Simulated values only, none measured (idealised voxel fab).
Herein follows the process module entitled voxel capacitor over wiring.
Pictured: cross-section cut, 190 nm wide, on a grid of 5 nm square cells.
Reading order for cross-sections: top band down to bottom band. Underlying form: a grid of square cells. Band size: one or more rows of cells.
Read a band's entry like this: the first values are the height of its top and the height of its bottom in nm, and what follows is the sequence of materials from left to right, each with its width in nm. Note that "air" is empty space, and that a single material marked "full width" reaches across the band from edge to edge.
Ref level 0: as-received wafer is one material below here. Bottom band extends down with no lower bound ("0..down").
Width "30 to 40": first value at the band's top row of cells, second value at its bottom row, equal change from row to row.
Reading "nothing was modified" for a step: not a cell of the cross-section changed in it.
Closed-off voids of 8+ cells (no open route to the top) go in "Sealed voids", written width x height at distance from the left edge, in nm.
Note: text after step settings on the step line = simulator remark on that step.
The setting "overlay nm" may be written on the line of a step. When the step uses a mask, the value reports how far to the right of the planned place the mask lay, and a negative value reports that it lay to the left.

**Below is the list of planned process steps**
1 RECEIVE [material Si]
2 CONFORMAL_DEP [material SiO2] [thk nm 10]
3 DIRECTIONAL_DEP [material TiN] [thk nm 5]
4 DIRECTIONAL_DEP [material W] [thk nm 25]
5 DIRECTIONAL_DEP [material aC] [thk nm 10]
6 PATTERN [tone cover] [mask id METAL_1] [material resist] [width nm 20] [pitch nm 75] [thk nm 30] [overlay nm 0]
7 DIRECTIONAL_ETCH [etch materials aC] [depth nm 10]
8 STRIP [etch materials resist]
9 DIRECTIONAL_ETCH [etch materials W] [depth nm 25]
10 DIRECTIONAL_ETCH [etch materials TiN] [depth nm 5]
11 STRIP [etch materials aC]
12 FILL_DEP [material lowk] [thk nm 10]
13 CMP [height nm 40]
14 CONFORMAL_DEP [material SiCN] [thk nm 5]
15 DIRECTIONAL_DEP [material lowk] [thk nm 15]
16 MASKED_ETCH [tone open] [mask id PLUG_1] [width nm 15] [etch materials lowk] [depth nm 15] [overlay nm 0]
17 MASKED_ETCH [tone open] [mask id PLUG_1] [width nm 15] [etch materials SiCN] [depth nm 5] [overlay nm 0]
18 CONFORMAL_DEP [material TiN] [thk nm 5]
19 FILL_DEP [material Cu] [thk nm 5]
20 CMP [height nm 60]
21 DIRECTIONAL_DEP [material TiN] [thk nm 10]
22 DIRECTIONAL_DEP [material SiN] [thk nm 5]
23 DIRECTIONAL_DEP [material TiN] [thk nm 10]
24 PATTERN [tone cover] [mask id UPPER_PLATE] [material resist] [width nm 60] [thk nm 15] [overlay nm 0]
25 DIRECTIONAL_ETCH [etch materials TiN] [depth nm 10]
26 DIRECTIONAL_ETCH [etch materials SiN] [depth nm 5]
27 STRIP [etch materials resist]
28 PATTERN [tone cover] [mask id LOWER_PLATE] [material resist] [width nm 70] [thk nm 15] [overlay nm 0]
29 DIRECTIONAL_ETCH [etch materials TiN] [depth nm 10]
30 STRIP [etch materials resist]
31 FILL_DEP [material SiO2] [thk nm 20]
32 CMP [height nm 100]
33 MASKED_ETCH [tone open] [mask id PLUG_2] [width nm 15] [etch materials SiO2] [depth nm 15] [overlay nm 0]
34 CONFORMAL_DEP [material TiN] [thk nm 5]
35 FILL_DEP [material Cu] [thk nm 10]
36 CMP [height nm 100]
37 CONFORMAL_DEP [material SiCN] [thk nm 5]

**Incoming wafer in cross-section (state: after step 1)**
> 0..down = Si full width
> Sealed voids: none

**Post-module cross-section: identical start and plan to those above, one misstep in execution**
> 105..100 = SiCN full width
> 100..90 = SiO2: 60, then TiN: 5, then Cu: 5, then TiN: 5, then SiO2: 115
> 90..85 = SiO2: 60, then TiN: 15, then SiO2: 115
> 85..75 = SiO2: 50, then TiN: 60, then SiO2: 80
> 75..70 = SiO2: 50, then SiN: 60, then SiO2: 80
> 70..60 = SiO2: 40, then TiN: 70, then SiO2: 80
> 60..45 = lowk: 50, then TiN: 5, then Cu: 5, then TiN: 5, then lowk: 125
> 45..40 = SiCN: 50, then TiN: 15, then SiCN: 125
> 40..15 = lowk: 45, then W: 20, then lowk: 55, then W: 20, then lowk: 50
> 15..10 = lowk: 45, then TiN: 20, then lowk: 55, then TiN: 20, then lowk: 50
> 10..0 = SiO2 full width
> 0..down = Si full width
> Sealed voids: none
Against the plan, the run slipped here: it should be noted that step 28 was executed with settings other than those planned, the operation and settings actually applied being PATTERN [tone cover] [mask id LOWER_PLATE] [material resist] [width nm 70] [thk nm 15] [overlay nm -5]
